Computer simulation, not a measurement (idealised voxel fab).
The following process module bears the name voxel wiring stack.
Section shown: cut. Width: 270 nm. Cell size: 5 nm, square.
Cross-section layout: square cells on a grid; listed as bands, top to bottom; a band spans one or more cell rows. Heights first: top, then bottom, in nm. Then materials, left to right, each with a width in nm. "full width" on a single material: fills the band edge to edge. "air": empty space. A quick word on heights: they are counted from 0, and under that level the wafer as it came to us is one material throughout. The lowest band is different from the rest in having no bottom; it simply continues downward, written as in "0 down". It should be noted that a width expressed as "30->40" varies in equal increments from row to row of cells within the band, taking the value of the first number at the top row and that of the second number at the bottom row. "no alterations made" means the step left every cell of the cross-section as it was. Basically, "Closed void listing" tells you about the enclosed voids: empty spaces with no open way to the top, 8 cells or bigger, each written width x height at distance, where distance is from the left edge, all in nm. If you see something after the settings on a step's line, that's the simulator's own remark about that step. overlay nm: right-of-plan distance of the mask on a masked step; negative values mean left-of-plan.

SO HERE'S THE LINEUP OF PROCESS STEPS WE PLANNED
1,RECEIVE,material Si
2,CONFORMAL_DEP,material SiO2,thk nm 10
3,DIRECTIONAL_DEP,material TiN,thk nm 5
4,DIRECTIONAL_DEP,material W,thk nm 15
5,MASKED_ETCH,tone cover,mask id METAL_1,width nm 25,pitch nm 40,etch materials W,depth nm 15,overlay nm 0
6,MASKED_ETCH,tone cover,mask id METAL_1,width nm 25,pitch nm 40,etch materials TiN,depth nm 5,overlay nm 0
7,FILL_DEP,material lowk,thk nm 10
8,CMP,height nm 30
9,CONFORMAL_DEP,material SiCN,thk nm 5
10,DIRECTIONAL_DEP,material SiO2,thk nm 10
11,DIRECTIONAL_DEP,material aC,thk nm 15
12,PATTERN,tone open,mask id PLUG_1,material resist,width nm 15,pitch nm 40,thk nm 30,overlay nm 0
13,DIRECTIONAL_ETCH,etch materials aC,depth nm 15
14,STRIP,etch materials resist
15,DIRECTIONAL_ETCH,etch materials SiO2,depth nm 10
16,DIRECTIONAL_ETCH,etch materials SiCN,depth nm 5
17,STRIP,etch materials aC
18,CONFORMAL_DEP,material TiN,thk nm 5
19,FILL_DEP,material W,thk nm 5
20,CMP,height nm 45
21,CONFORMAL_DEP,material SiCN,thk nm 5
22,DIRECTIONAL_DEP,material SiO2,thk nm 15
23,MASKED_ETCH,tone open,mask id METAL_2,width nm 25,pitch nm 40,etch materials SiO2,depth nm 15,overlay nm 0
24,MASKED_ETCH,tone open,mask id METAL_2,width nm 25,pitch nm 40,etch materials SiCN,depth nm 5,overlay nm 0
25,CONFORMAL_DEP,material TiN,thk nm 5
26,FILL_DEP,material Cu,thk nm 5
27,CMP,height nm 65
28,CONFORMAL_DEP,material SiCN,thk nm 5
29,DIRECTIONAL_DEP,material lowk,thk nm 35
30,DIRECTIONAL_DEP,material aC,thk nm 15
31,PATTERN,tone open,mask id METAL_3_HOLES,material resist,width nm 15,pitch nm 40,thk nm 30,overlay nm 0
32,DIRECTIONAL_ETCH,etch materials aC,depth nm 15
33,STRIP,etch materials resist
34,DIRECTIONAL_ETCH,etch materials lowk,depth nm 35
35,STRIP,etch materials aC
36,DIRECTIONAL_DEP,material aC,thk nm 15
37,PATTERN,tone open,mask id METAL_3,material resist,width nm 25,pitch nm 40,thk nm 35,overlay nm 0
38,DIRECTIONAL_ETCH,etch materials aC,depth nm 15
39,STRIP,etch materials resist
40,DIRECTIONAL_ETCH,etch materials lowk,depth nm 20
41,DIRECTIONAL_ETCH,etch materials SiCN,depth nm 5
42,STRIP,etch materials aC
43,CONFORMAL_DEP,material TiN,thk nm 5
44,FILL_DEP,material Ru,thk nm 5
45,CMP,height nm 105
46,CONFORMAL_DEP,material SiCN,thk nm 5
47,DIRECTIONAL_DEP,material SiO2,thk nm 25
48,PATTERN,tone open,mask id METAL_4,material resist,width nm 25,pitch nm 40,thk nm 15,overlay nm 0
49,DIRECTIONAL_ETCH,etch materials SiO2,depth nm 15
50,STRIP,etch materials resist
51,DIRECTIONAL_DEP,material aC,thk nm 15
52,PATTERN,tone open,mask id METAL_4_HOLES,material resist,width nm 15,pitch nm 80,thk nm 35,overlay nm 0
53,DIRECTIONAL_ETCH,etch materials aC,depth nm 15
54,STRIP,etch materials resist
55,DIRECTIONAL_ETCH,etch materials SiO2,depth nm 10
56,DIRECTIONAL_ETCH,etch materials SiCN,depth nm 5
57,STRIP,etch materials aC
58,CONFORMAL_DEP,material TiN,thk nm 5
59,FILL_DEP,material Ru,thk nm 5
60,CMP,height nm 135
61,CONFORMAL_DEP,material SiN,thk nm 5

AS-RECEIVED WAFER CROSS-SECTION (AFTER STEP 1)
    0 down  Si full width
    Closed void listing: none

END-OF-MODULE CROSS-SECTION. STARTING STRUCTURE AND PROCESS PLAN AS ABOVE; ONE MISTAKE MADE IN RUNNING IT
    140 to 135  SiN full width
    135 to 125  80 nm SiO2  5 nm TiN  15 nm Ru  5 nm TiN  15 nm SiO2  5 nm TiN  15 nm Ru  5 nm TiN  15 nm SiO2  5 nm TiN  15 nm Ru  5 nm TiN  85 nm SiO2
    125 to 120  80 nm SiO2  5 nm TiN  5 nm Ru  15 nm TiN  15 nm SiO2  25 nm TiN  15 nm SiO2  5 nm TiN  5 nm Ru  15 nm TiN  85 nm SiO2
    120 to 110  80 nm SiO2  5 nm TiN  5 nm Ru  5 nm TiN  65 nm SiO2  5 nm TiN  5 nm Ru  5 nm TiN  95 nm SiO2
    110 to 105  80 nm SiCN  15 nm TiN  65 nm SiCN  15 nm TiN  95 nm SiCN
    105 to 90  80 nm lowk  5 nm TiN  15 nm Ru  5 nm TiN  15 nm lowk  5 nm TiN  15 nm Ru  5 nm TiN  15 nm lowk  5 nm TiN  15 nm Ru  5 nm TiN  85 nm lowk
    90 to 85  80 nm lowk  5 nm TiN  5 nm Ru  15 nm TiN  15 nm lowk  5 nm TiN  5 nm Ru  15 nm TiN  15 nm lowk  5 nm TiN  5 nm Ru  15 nm TiN  85 nm lowk
    85 to 70  80 nm lowk  5 nm TiN  5 nm Ru  5 nm TiN  25 nm lowk  5 nm TiN  5 nm Ru  5 nm TiN  25 nm lowk  5 nm TiN  5 nm Ru  5 nm TiN  95 nm lowk
    70 to 65  80 nm SiCN  15 nm TiN  25 nm SiCN  15 nm TiN  25 nm SiCN  15 nm TiN  95 nm SiCN
    65 to 50  80 nm SiO2  5 nm TiN  15 nm Cu  5 nm TiN  15 nm SiO2  5 nm TiN  15 nm Cu  5 nm TiN  15 nm SiO2  5 nm TiN  15 nm Cu  5 nm TiN  85 nm SiO2
    50 to 45  80 nm SiCN  25 nm TiN  15 nm SiCN  25 nm TiN  15 nm SiCN  25 nm TiN  85 nm SiCN
    45 to 40  80 nm SiO2  5 nm TiN  5 nm W  5 nm TiN  25 nm SiO2  5 nm TiN  5 nm W  5 nm TiN  25 nm SiO2  5 nm TiN  5 nm W  5 nm TiN  95 nm SiO2
    40 to 35  80 nm SiCN  15 nm TiN  25 nm SiCN  15 nm TiN  25 nm SiCN  15 nm TiN  95 nm SiCN
    35 to 30  lowk full width
    30 to 15  80 nm lowk  25 nm W  15 nm lowk  25 nm W  15 nm lowk  25 nm W  85 nm lowk
    15 to 10  80 nm lowk  25 nm TiN  15 nm lowk  25 nm TiN  15 nm lowk  25 nm TiN  85 nm lowk
    10 to 0  SiO2 full width
    0 down  Si full width
    Closed void listing: none
Deviation from plan: in deviation from the planned setting, step 8 was conducted as CMP,height nm 35
